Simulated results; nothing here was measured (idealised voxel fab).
voxel air gaps: a process module
The figure presents cross-section cut, which has a width of 155 nm and is divided into square cells with an edge length of 5 nm.
Bands, listed from the top down, are how a cross-section gets written in this document; the cross-section itself is a grid of square cells, and a band is one or more rows of them. First you get the band's top height and its bottom height, in nm, and then the materials it's made of, left to right, with each width in nm. If you see a single material with "throughout", that one covers the band edge to edge. "empty" is empty space. It should be noted that heights are counted from 0, beneath which the wafer as supplied is of one material throughout, and that the lowest band possesses no lower boundary but continues downward, as written in "z 0 and below". The width entry "30 to 40" should be interpreted row by row: the top row of cells in the band takes the first number, the bottom row takes the second number, and the change between adjacent rows is uniform throughout. "changes: none" for a step: no cell of the cross-section changed in that step. Heads up: "Enclosed internal voids" only lists the empty pockets with no open path to the top that are 8 cells or more, and it writes them as width x height at distance, distance from the left edge, in nm. On a step's line, text after the settings is the simulator commenting on that step. overlay nm: on a step with a mask, how far right of its planned place the mask lay; negative means left.
**Steps planned for the process**
- 1: op RECEIVE | material Si
- 2: op CONFORMAL_DEP | material SiO2 | thk nm 15
- 3: op CONFORMAL_DEP | material SiCN | thk nm 5
- 4: op DIRECTIONAL_DEP | material lowk | thk nm 40
- 5: op PATTERN | tone open | mask id LINES | material resist | width nm 15 | pitch nm 40 | thk nm 20 | overlay nm 0
- 6: op DIRECTIONAL_ETCH | etch materials lowk | depth nm 40
- 7: op STRIP | etch materials resist
- 8: op CONFORMAL_DEP | material TiN | thk nm 5
- 9: op FILL_DEP | material W | thk nm 10
- 10: op CMP | height nm 60
- 11: op EPI | material Ru | thk nm 10
- 12: op SELECTIVE_ETCH | etch materials lowk | depth nm 50
- 13: op CONFORMAL_DEP | material SiCN | thk nm 5
**As-received state of the wafer in cross-section, equivalent to post-step 1**
    z 0 and below  Si throughout
    Enclosed internal voids: none
**Run as planned - first of the two wafers cross-sectioned at the end of the module**
    z 75 to 70  empty 15, SiCN 125, empty 15
    z 70 to 60  empty 15, SiCN 5, Ru 35, SiCN 5, Ru 35, SiCN 5, Ru 35, SiCN 5, empty 15
    z 60 to 55  empty 15, SiCN 15, TiN 5, W 5, TiN 5, SiCN 25, TiN 5, W 5, TiN 5, SiCN 25, TiN 5, W 5, TiN 5, SiCN 15, empty 15
    z 55 to 25  empty 25, SiCN 5, TiN 5, W 5, TiN 5, SiCN 5, empty 15, SiCN 5, TiN 5, W 5, TiN 5, SiCN 5, empty 15, SiCN 5, TiN 5, W 5, TiN 5, SiCN 5, empty 25
    z 25 to 20  SiCN 30, TiN 15, SiCN 25, TiN 15, SiCN 25, TiN 15, SiCN 30
    z 20 to 15  SiCN throughout
    z 15 to 0  SiO2 throughout
    z 0 and below  Si throughout
    Enclosed internal voids: 15 x 30 at 50; 15 x 30 at 90
**Second wafer through the module, sectioned at the end: same beginning and same plan as the first wafer, with one mistake in carrying it out**
    z 75 to 70  empty 10, SiCN 135, empty 10
    z 70 to 60  empty 10, SiCN 5, Ru 125, SiCN 5, empty 10
    z 60 to 55  empty 10, SiCN 15, TiN 5, W 15, TiN 5, lowk 15, TiN 5, W 15, TiN 5, lowk 15, TiN 5, W 15, TiN 5, SiCN 15, empty 10
    z 55 to 25  empty 20, SiCN 5, TiN 5, W 15, TiN 5, lowk 15, TiN 5, W 15, TiN 5, lowk 15, TiN 5, W 15, TiN 5, SiCN 5, empty 20
    z 25 to 20  SiCN 25, TiN 25, lowk 15, TiN 25, lowk 15, TiN 25, SiCN 25
    z 20 to 15  SiCN throughout
    z 15 to 0  SiO2 throughout
    z 0 and below  Si throughout
    Enclosed internal voids: none
Deviation from plan: heads up, step 5 didn't go per plan, it actually ran as op PATTERN | tone open | mask id LINES | material resist | width nm 25 | pitch nm 40 | thk nm 20 | overlay nm 0
at the end the second wafer has, in cells: 8 more of Ru | 48 fewer of SiCN | 6 more of TiN | 42 more of W | 48 more of lowk
End state: 2 closed voids on the first wafer, 0 on the second.
